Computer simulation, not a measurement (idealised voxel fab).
voxel capacitor over wiring: a process module
The width of the displayed cross-section, cut, is 215 nm; its cells are square, with a size of 5 nm.
The cross-sections in this document take the form of a grid made of square cells. They are written out as bands, in order from top to bottom. Each band consists of one or more rows of cells. The entry gives the band's vertical extent as a top height and a bottom height in nm, then its horizontal make-up as materials from left to right, each with a width in nm. "air" stands for empty space; a single material marked "all across" fills the band edge to edge. Height is counted from the level 0, under which the received wafer is composed throughout of one material. The lowest of the bands is not closed at the bottom but continues downward, in the notation "0..down". Note: "30..40" means the width goes from the first number (top row of the band) to the second number (bottom row) in equal steps per row of cells. A step reported as "nothing altered" is a step in which no cell of the cross-section changed. In "Closed internal cavities" the enclosed voids are listed, meaning empty spaces of 8 cells or larger without any opening to the top. The form is width x height at distance, distance from the left edge, units nm. Read whatever lies past the settings on a step's line as the simulator's own remark about the step. Regarding "overlay nm": on a step with a mask, it is the distance the mask lay to the right of its planned place; a negative value places it to the left.
### Planned step list for the process
| 1 | RECEIVE with material Si |
| 2 | CONFORMAL_DEP with material SiO2, thk nm 10 |
| 3 | DIRECTIONAL_DEP with material TiN, thk nm 5 |
| 4 | DIRECTIONAL_DEP with material Ru, thk nm 20 |
| 5 | DIRECTIONAL_DEP with material aC, thk nm 15 |
| 6 | PATTERN with tone cover, mask id METAL_1, material resist, width nm 30, pitch nm 95, thk nm 30, overlay nm 0 |
| 7 | DIRECTIONAL_ETCH with etch materials aC, depth nm 15 |
| 8 | STRIP with etch materials resist |
| 9 | DIRECTIONAL_ETCH with etch materials Ru, depth nm 20 |
| 10 | DIRECTIONAL_ETCH with etch materials TiN, depth nm 5 |
| 11 | STRIP with etch materials aC |
| 12 | CONFORMAL_DEP with material SiN, thk nm 5 |
| 13 | FILL_DEP with material lowk, thk nm 10 |
| 14 | CMP with height nm 35 |
| 15 | CONFORMAL_DEP with material SiCN, thk nm 5 |
| 16 | DIRECTIONAL_DEP with material SiO2, thk nm 20 |
| 17 | MASKED_ETCH with tone open, mask id PLUG_1, width nm 15, etch materials SiO2, depth nm 20, overlay nm 0 |
| 18 | MASKED_ETCH with tone open, mask id PLUG_1, width nm 15, etch materials SiCN, depth nm 5, overlay nm 0 |
| 19 | CONFORMAL_DEP with material TiN, thk nm 5 |
| 20 | FILL_DEP with material Ru, thk nm 5 |
| 21 | CMP with height nm 60 |
| 22 | DIRECTIONAL_DEP with material TiN, thk nm 5 |
| 23 | DIRECTIONAL_DEP with material HfO2, thk nm 5 |
| 24 | DIRECTIONAL_DEP with material TiN, thk nm 5 |
| 25 | PATTERN with tone cover, mask id UPPER_PLATE, material resist, width nm 70, thk nm 15, overlay nm 0 |
| 26 | DIRECTIONAL_ETCH with etch materials TiN, depth nm 5 |
| 27 | DIRECTIONAL_ETCH with etch materials HfO2, depth nm 5 |
| 28 | STRIP with etch materials resist |
| 29 | PATTERN with tone cover, mask id LOWER_PLATE, material resist, width nm 80, thk nm 20, overlay nm 0 |
| 30 | DIRECTIONAL_ETCH with etch materials TiN, depth nm 5 |
| 31 | STRIP with etch materials resist |
| 32 | FILL_DEP with material SiO2, thk nm 20 |
| 33 | CMP with height nm 90 |
| 34 | PATTERN with tone open, mask id PLUG_2, material resist, width nm 15, thk nm 20, overlay nm 0 |
| 35 | DIRECTIONAL_ETCH with etch materials SiO2, depth nm 15 |
| 36 | STRIP with etch materials resist |
| 37 | CONFORMAL_DEP with material TiN, thk nm 5 |
| 38 | FILL_DEP with material Cu, thk nm 10 |
| 39 | CMP with height nm 90 |
| 40 | CONFORMAL_DEP with material SiCN, thk nm 5 |
### As-received wafer cross-section (after step 1)
  0..down | Si all across
  Closed internal cavities: none
### Figure: cross-sectional view of the wafer upon completion of the module, processed from the initial state and according to the plan depicted above, with one error introduced during execution
  95..90 | SiCN all across
  90..80 | SiO2 70, then TiN 5, then Cu 5, then TiN 5, then SiO2 130
  80..70 | SiO2 70..60, then TiN 15..70, then SiO2 130..85
  70..65 | SiO2 60, then HfO2 70, then SiO2 85
  65..60 | SiO2 55, then TiN 80, then SiO2 80
  60..40 | SiO2 60, then TiN 5, then Ru 5, then TiN 5, then SiO2 140
  40..35 | SiCN 60, then TiN 15, then SiCN 140
  35..15 | lowk 30, then SiN 5, then Ru 30, then SiN 5, then lowk 55, then SiN 5, then Ru 30, then SiN 5, then lowk 50
  15..10 | SiN 35, then TiN 30, then SiN 65, then TiN 30, then SiN 55
  10..0 | SiO2 all across
  0..down | Si all across
  Closed internal cavities: none
Here's what went sideways: step 6 off recipe, ran as PATTERN with tone cover, mask id METAL_1, material resist, width nm 30, pitch nm 95, thk nm 30, overlay nm -10
